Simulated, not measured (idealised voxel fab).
process module | voxel capacitor over wiring
cross-section cut | 240 nm wide | cells 5 nm
A cross-section is a grid of square cells, given in bands from the top down. A band is one or more rows of cells.
Each band's line starts with the height of the band's top and of its bottom, in nm. Then come its materials from left to right, each with its width in nm. One material with "throughout" fills the band from edge to edge. "air" is empty space.
Height 0 is the level under which the wafer as received is all one material. The lowest band goes on downwards, as in "0 down".
A width such as "30 to 40" changes by the same amount from each row of cells to the next, from the band's top row to its bottom row.
"no change" after a step means that no cell of the cross-section changed.
closed voids: empty space of 8 cells or more with no open way to the top, each as width x height at its distance from the left edge, in nm
after a step's settings: what the simulator itself notes on the step
overlay nm, on a step with a mask: how far to the right of its planned place the mask lay; to the left if negative
plan
1 op RECEIVE | material Si
2 op CONFORMAL_DEP | material SiO2 | thk nm 15
3 op DIRECTIONAL_DEP | material TiN | thk nm 5
4 op DIRECTIONAL_DEP | material Ru | thk nm 15
5 op DIRECTIONAL_DEP | material aC | thk nm 10
6 op PATTERN | tone cover | mask id METAL_1 | material resist | width nm 25 | pitch nm 75 | thk nm 25 | overlay nm 0
7 op DIRECTIONAL_ETCH | etch materials aC | depth nm 10
8 op STRIP | etch materials resist
9 op DIRECTIONAL_ETCH | etch materials Ru | depth nm 15
10 op DIRECTIONAL_ETCH | etch materials TiN | depth nm 5
11 op STRIP | etch materials aC
12 op FILL_DEP | material SiO2 | thk nm 10
13 op CMP | height nm 35
14 op CONFORMAL_DEP | material SiCN | thk nm 5
15 op DIRECTIONAL_DEP | material SiO2 | thk nm 20
16 op MASKED_ETCH | tone open | mask id PLUG_1 | width nm 15 | etch materials SiO2 | depth nm 20 | overlay nm 0
17 op MASKED_ETCH | tone open | mask id PLUG_1 | width nm 15 | etch materials SiCN | depth nm 5 | overlay nm 0
18 op EPI | material Ru | thk nm 10
19 op EPI | material Ru | thk nm 10
20 op EPI | material Ru | thk nm 5
21 op DIRECTIONAL_DEP | material TiN | thk nm 10
22 op DIRECTIONAL_DEP | material SiN | thk nm 5
23 op DIRECTIONAL_DEP | material TiN | thk nm 10
24 op DIRECTIONAL_DEP | material aC | thk nm 15
25 op PATTERN | tone cover | mask id UPPER_PLATE | material resist | width nm 55 | thk nm 30 | overlay nm 0
26 op DIRECTIONAL_ETCH | etch materials aC | depth nm 15
27 op STRIP | etch materials resist
28 op DIRECTIONAL_ETCH | etch materials TiN | depth nm 10
29 op DIRECTIONAL_ETCH | etch materials SiN | depth nm 5
30 op STRIP | etch materials aC
31 op DIRECTIONAL_DEP | material aC | thk nm 15
32 op PATTERN | tone cover | mask id LOWER_PLATE | material resist | width nm 65 | thk nm 30 | overlay nm 0
33 op DIRECTIONAL_ETCH | etch materials aC | depth nm 15
34 op STRIP | etch materials resist
35 op DIRECTIONAL_ETCH | etch materials TiN | depth nm 10
36 op STRIP | etch materials aC
37 op FILL_DEP | material SiO2 | thk nm 15
38 op CMP | height nm 95
39 op DIRECTIONAL_DEP | material aC | thk nm 10
40 op PATTERN | tone open | mask id PLUG_2 | material resist | width nm 15 | thk nm 30 | overlay nm 0
41 op DIRECTIONAL_ETCH | etch materials aC | depth nm 10
42 op STRIP | etch materials resist
43 op DIRECTIONAL_ETCH | etch materials SiO2 | depth nm 10
44 op STRIP | etch materials aC
45 op CONFORMAL_DEP | material TiN | thk nm 5
46 op FILL_DEP | material Cu | thk nm 5
47 op CMP | height nm 95
48 op CONFORMAL_DEP | material SiN | thk nm 5
as received, after step 1
  0 down: Si throughout
  closed voids: none
a wafer at the end: this start, this plan, one mistake
  100 to 95: SiN throughout
  95 to 90: Cu 85 | TiN 5 | SiO2 15 | TiN 5 | Cu 130
  90 to 85: TiN 90 | SiO2 15 | TiN 135
  85 to 75: SiO2 80 | TiN 55 | SiO2 105
  75 to 70: SiO2 80 | SiN 55 | SiO2 105
  70 to 60: SiO2 75 | TiN 65 | SiO2 100
  60 to 40: SiO2 80 | Ru 15 | SiO2 145
  40 to 35: SiCN 80 | Ru 15 | SiCN 145
  35 to 20: SiO2 70 | Ru 25 | SiO2 50 | Ru 25 | SiO2 70
  20 to 15: SiO2 70 | TiN 25 | SiO2 50 | TiN 25 | SiO2 70
  15 to 0: SiO2 throughout
  0 down: Si throughout
  closed voids: none
what went wrong: step 40 ran as: op PATTERN | tone cover | mask id PLUG_2 | material resist | width nm 15 | thk nm 30 | overlay nm 0
